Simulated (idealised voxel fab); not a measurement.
Documented hereafter: the process module known as voxel capacitor over wiring.
Pictured: cross-section cut, 245 nm wide, on a grid of 5 nm square cells.
Cross-section format: a grid of square cells, given as bands from top to bottom; each band is one or more rows of cells. A band entry consists of two parts. The first gives the height of the band's top and the height of its bottom, in nm. The rest lists the band's materials from left to right, each with its width in nm. A single material labelled with the word "everywhere" fills the band from edge to edge, and the word "blank" marks empty space. Heads up on the height convention: 0 is the point under which the incoming wafer is all one material, and the lowest band has no bottom, it just keeps going down, like "0 nm and below". Note: "30..40" means the width goes from the first number (top row of the band) to the second number (bottom row) in equal steps per row of cells. For the purposes of this document, the phrase "no modification" attached to a step denotes that no cell within the cross-section was modified by that step. Empty spaces counting at least 8 cells and having no open way to the top are listed in "Unvented cavities". The notation width x height at distance is used for each, the distance being from the left edge and all three values in nm. Step line, after settings: the simulator's comment on this step. The setting "overlay nm" may be written on the line of a step. When the step uses a mask, the value reports how far to the right of the planned place the mask lay, and a negative value reports that it lay to the left.

HERE'S WHAT THE PLANNED PROCESS STEPS LOOK LIKE
1,RECEIVE (material Si)
2,CONFORMAL_DEP (material SiO2; thk nm 15)
3,DIRECTIONAL_DEP (material TiN; thk nm 5)
4,DIRECTIONAL_DEP (material Ru; thk nm 20)
5,PATTERN (tone cover; mask id METAL_1; material resist; width nm 25; pitch nm 75; thk nm 20; overlay nm 0)
6,DIRECTIONAL_ETCH (etch materials Ru; depth nm 20)
7,DIRECTIONAL_ETCH (etch materials TiN; depth nm 5)
8,STRIP (etch materials resist)
9,CONFORMAL_DEP (material SiCN; thk nm 5)
10,FILL_DEP (material SiO2; thk nm 10)
11,CMP (height nm 40)
12,CONFORMAL_DEP (material SiCN; thk nm 5)
13,DIRECTIONAL_DEP (material lowk; thk nm 20)
14,MASKED_ETCH (tone open; mask id PLUG_1; width nm 15; etch materials lowk; depth nm 20; overlay nm 0)
15,MASKED_ETCH (tone open; mask id PLUG_1; width nm 15; etch materials SiCN; depth nm 5; overlay nm 0)
16,EPI (material Ru; thk nm 10)
17,EPI (material Ru; thk nm 10)
18,EPI (material Ru; thk nm 5)
19,DIRECTIONAL_DEP (material TiN; thk nm 10)
20,DIRECTIONAL_DEP (material SiN; thk nm 5)
21,DIRECTIONAL_DEP (material TiN; thk nm 5)
22,MASKED_ETCH (tone cover; mask id UPPER_PLATE; width nm 55; etch materials TiN; depth nm 5; overlay nm 0)
23,MASKED_ETCH (tone cover; mask id UPPER_PLATE; width nm 45; etch materials SiN; depth nm 5; overlay nm 0)
24,MASKED_ETCH (tone cover; mask id LOWER_PLATE; width nm 65; etch materials TiN; depth nm 10; overlay nm 0)
25,FILL_DEP (material SiO2; thk nm 15)
26,CMP (height nm 95)
27,DIRECTIONAL_DEP (material aC; thk nm 10)
28,PATTERN (tone open; mask id PLUG_2; material resist; width nm 15; thk nm 25; overlay nm 0)
29,DIRECTIONAL_ETCH (etch materials aC; depth nm 10)
30,STRIP (etch materials resist)
31,DIRECTIONAL_ETCH (etch materials SiO2; depth nm 10)
32,STRIP (etch materials aC)
33,CONFORMAL_DEP (material TiN; thk nm 5)
34,FILL_DEP (material Cu; thk nm 10)
35,CMP (height nm 95)
36,CONFORMAL_DEP (material SiN; thk nm 5)
The wafers are alike at the start. At step 23, their width nm differs. The plan lists the first wafer's value.

AFTER STEP 1, AS RECEIVED: FIRST OF SEVERAL WAFERS, CROSS-SECTION
0 nm and below: Si everywhere
Unvented cavities: none

BELOW IS A PER-WAFER TABLE. IN IT, EACH ROW DESCRIBES THE WAFER AT THE END OF THE MODULE BY GIVING, FOR EACH MATERIAL, THE NUMBER OF CELLS GAINED (+) OR LOST (-) SINCE THE WAFER WAS RECEIVED, AND AFTER THAT THE CLOSED VOIDS OF THE WAFER
width nm 45 | +1 Cu | +55 Ru | +101 SiCN | +60 SiN | +527 SiO2 | +52 TiN | +184 lowk | Unvented cavities: none
width nm 50 | +1 Cu | +55 Ru | +101 SiCN | +60 SiN | +527 SiO2 | +52 TiN | +184 lowk | Unvented cavities: none
width nm 55 | +1 Cu | +55 Ru | +101 SiCN | +60 SiN | +527 SiO2 | +52 TiN | +184 lowk | Unvented cavities: none
width nm 60 | +1 Cu | +55 Ru | +101 SiCN | +61 SiN | +526 SiO2 | +52 TiN | +184 lowk | Unvented cavities: none
width nm 65 | +1 Cu | +55 Ru | +101 SiCN | +62 SiN | +525 SiO2 | +52 TiN | +184 lowk | Unvented cavities: none
width nm 70 | +1 Cu | +55 Ru | +101 SiCN | +63 SiN | +522 SiO2 | +54 TiN | +184 lowk | Unvented cavities: none
